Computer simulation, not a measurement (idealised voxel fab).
This section sets out a process module, namely voxel self aligned vias.
Section cut is 225 nm wide and gridded with 5 nm square cells.
Cross-section format: a grid of square cells, given as bands from top to bottom; each band is one or more rows of cells. Read a band's entry like this: the first values are the height of its top and the height of its bottom in nm, and what follows is the sequence of materials from left to right, each with its width in nm. Note that "air" is empty space, and that a single material marked "everywhere" reaches across the band from edge to edge. Zero point of the height axis is 0; under it, received wafer = one material. Lowest band: continues down indefinitely, "0 and below". The two numbers in a width such as "30->40" mark its ends across the band: the first belongs to the top row of cells, the second to the bottom row, and from each row to the next the width moves by the same amount. For the purposes of this document, the phrase "nothing different" attached to a step denotes that no cell within the cross-section was modified by that step. Each empty space that has no open way to the top and spans at least 8 cells appears under "Enclosed void list" as width x height at distance, the distance counted from the left edge, all in nm. The remark found on a step's line after its settings is issued by the simulator itself and pertains to that step. You can add "overlay nm" to a step's line. For a step with a mask, it describes how far the mask lay to the right of its planned position, and a negative number describes a lay to the left.

-- Intended process steps
1 RECEIVE [material Si]
2 CONFORMAL_DEP [material SiO2] [thk nm 15]
3 CONFORMAL_DEP [material SiCN] [thk nm 5]
4 DIRECTIONAL_DEP [material SiO2] [thk nm 20]
5 DIRECTIONAL_DEP [material aC] [thk nm 10]
6 PATTERN [tone open] [mask id LINES] [material resist] [width nm 20] [pitch nm 45] [thk nm 25] [overlay nm 0]
7 DIRECTIONAL_ETCH [etch materials aC] [depth nm 10]
8 STRIP [etch materials resist]
9 DIRECTIONAL_ETCH [etch materials SiO2] [depth nm 20]
10 STRIP [etch materials aC]
11 CONFORMAL_DEP [material TiN] [thk nm 5]
12 FILL_DEP [material Ru] [thk nm 10]
13 CMP [height nm 40]
14 SELECTIVE_ETCH [etch materials W Ru TiN] [depth nm 5]
15 FILL_DEP [material SiN] [thk nm 10]
16 CMP [height nm 40]
17 DIRECTIONAL_DEP [material SiO2] [thk nm 20]
18 MASKED_ETCH [tone open] [mask id VIAS] [width nm 30] [etch materials SiO2] [depth nm 20] [overlay nm 0]
19 MASKED_ETCH [tone open] [mask id VIAS] [width nm 30] [etch materials SiN] [depth nm 5] [overlay nm 0]
20 CONFORMAL_DEP [material TiN] [thk nm 5]
21 FILL_DEP [material Ru] [thk nm 5]
22 CMP [height nm 60]
23 CONFORMAL_DEP [material SiCN] [thk nm 5]

-- Step 1 complete: cross-section of the wafer as received
> 0 and below: Si everywhere
> Enclosed void list: none

-- first wafer at the end, as planned
> 65 down to 60: SiCN everywhere
> 60 down to 45: 75 of SiO2, 5 of TiN, 20 of Ru, 5 of TiN, 120 of SiO2
> 45 down to 40: 75 of SiO2, 10 of TiN, 10 of Ru, 10 of TiN, 120 of SiO2
> 40 down to 35: 80 of SiO2, 20 of TiN, 25 of SiO2, 20 of SiN, 80 of SiO2
> 35 down to 25: 80 of SiO2, 5 of TiN, 10 of Ru, 5 of TiN, 25 of SiO2, 5 of TiN, 10 of Ru, 5 of TiN, 80 of SiO2
> 25 down to 20: 80 of SiO2, 20 of TiN, 25 of SiO2, 20 of TiN, 80 of SiO2
> 20 down to 15: SiCN everywhere
> 15 down to 0: SiO2 everywhere
> 0 and below: Si everywhere
> Enclosed void list: none

-- The second wafer, shown in cross-section after the module: started the same way as the first and given the same plan, yet one mistake crept into how it was run
> 65 down to 60: SiCN everywhere
> 60 down to 45: 75 of SiO2, 5 of TiN, 20 of Ru, 5 of TiN, 120 of SiO2
> 45 down to 40: 75 of SiO2, 30 of TiN, 120 of SiO2
> 40 down to 35: 75 of SiN, 5 of TiN, 20 of SiO2, 5 of TiN, 20 of SiN, 20 of SiO2, 80 of SiN
> 35 down to 25: 75 of Ru, 5 of TiN, 20 of SiO2, 5 of TiN, 15 of Ru, 5 of TiN, 20 of SiO2, 5 of TiN, 75 of Ru
> 25 down to 20: 80 of TiN, 20 of SiO2, 25 of TiN, 20 of SiO2, 80 of TiN
> 20 down to 15: SiCN everywhere
> 15 down to 0: SiO2 everywhere
> 0 and below: Si everywhere
> Enclosed void list: none
what went wrong: rather than as planned, step 6 actually ran as PATTERN [tone cover] [mask id LINES] [material resist] [width nm 20] [pitch nm 45] [thk nm 25] [overlay nm 0]
End check, counted in cells, second wafer has more or fewer of these materials than the first: 56 more of Ru; 31 more of SiN; 116 fewer of SiO2; 29 more of TiN
